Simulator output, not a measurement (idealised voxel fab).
The document below concerns the process module designated voxel tone inversion.
For reference, the cross-section in this document is cut, with width 210 nm and square cells of 5 nm.
A cross-section is a grid of square cells, given in bands from the top down. A band is one or more rows of cells.
The entry gives the band's vertical extent as a top height and a bottom height in nm, then its horizontal make-up as materials from left to right, each with a width in nm. "blank" stands for empty space; a single material marked "everywhere" fills the band edge to edge.
Basically, 0 is our baseline, since under it the wafer straight out of the box is all one material. The bottom band has no lower end and keeps on going down, so it looks like "from 0 down".
Width spec "30..40" -> top row of cells at first value, bottom row at second value, equal per-row change in between.
Basically "remained the same" means that step didn't change any cell in the cross-section.
For the entry "Closed internal voids", the listed items are empty spaces with no open way to the top whose size is 8 cells or more; each item follows the pattern width x height at distance, where distance is from the left edge and all three are in nm.
after a step's settings: what the simulator itself notes on the step
overlay nm: how far to the right of its planned place the mask lay on this masked step (negative: to the left).

Here's what the planned process steps look like
- 1: RECEIVE, material Si
- 2: CONFORMAL_DEP, material SiCN, thk nm 10
- 3: DIRECTIONAL_DEP, material polySi, thk nm 15
- 4: PATTERN, tone cover, mask id POSTS, material resist, width nm 15, pitch nm 35, thk nm 25, overlay nm -15
- 5: DIRECTIONAL_ETCH, etch materials polySi, depth nm 15
- 6: STRIP, etch materials resist
- 7: FILL_DEP, material lowk, thk nm 10
- 8: CMP, height nm 25
- 9: STRIP, etch materials polySi
- 10: CONFORMAL_DEP, material TiN, thk nm 5
- 11: FILL_DEP, material W, thk nm 5
- 12: CMP, height nm 25
- 13: CONFORMAL_DEP, material SiCN, thk nm 5
What sets these wafers apart? The overlay nm at step 4. They all start alike, and the plan carries the first wafer's value.

Incoming state of the first of several wafers in cross-section: after step 1
    from 0 down | Si everywhere
    Closed internal voids: none

Per wafer, end of module: cells gained (+) or lost (-) per material since receipt, then closed voids
overlay nm -15 | +126 SiCN | +14 TiN | +4 W | +108 lowk | Closed internal voids: none
overlay nm -10 | +126 SiCN | +14 TiN | +4 W | +108 lowk | Closed internal voids: none
overlay nm -5 | +126 SiCN | +14 TiN | +4 W | +108 lowk | Closed internal voids: none
overlay nm 0 | +126 SiCN | +14 TiN | +4 W | +108 lowk | Closed internal voids: none
overlay nm 5 | +126 SiCN | +14 TiN | +4 W | +108 lowk | Closed internal voids: none
overlay nm 10 | +126 SiCN | +14 TiN | +4 W | +108 lowk | Closed internal voids: none
overlay nm 15 | +126 SiCN | +14 TiN | +4 W | +108 lowk | Closed internal voids: none
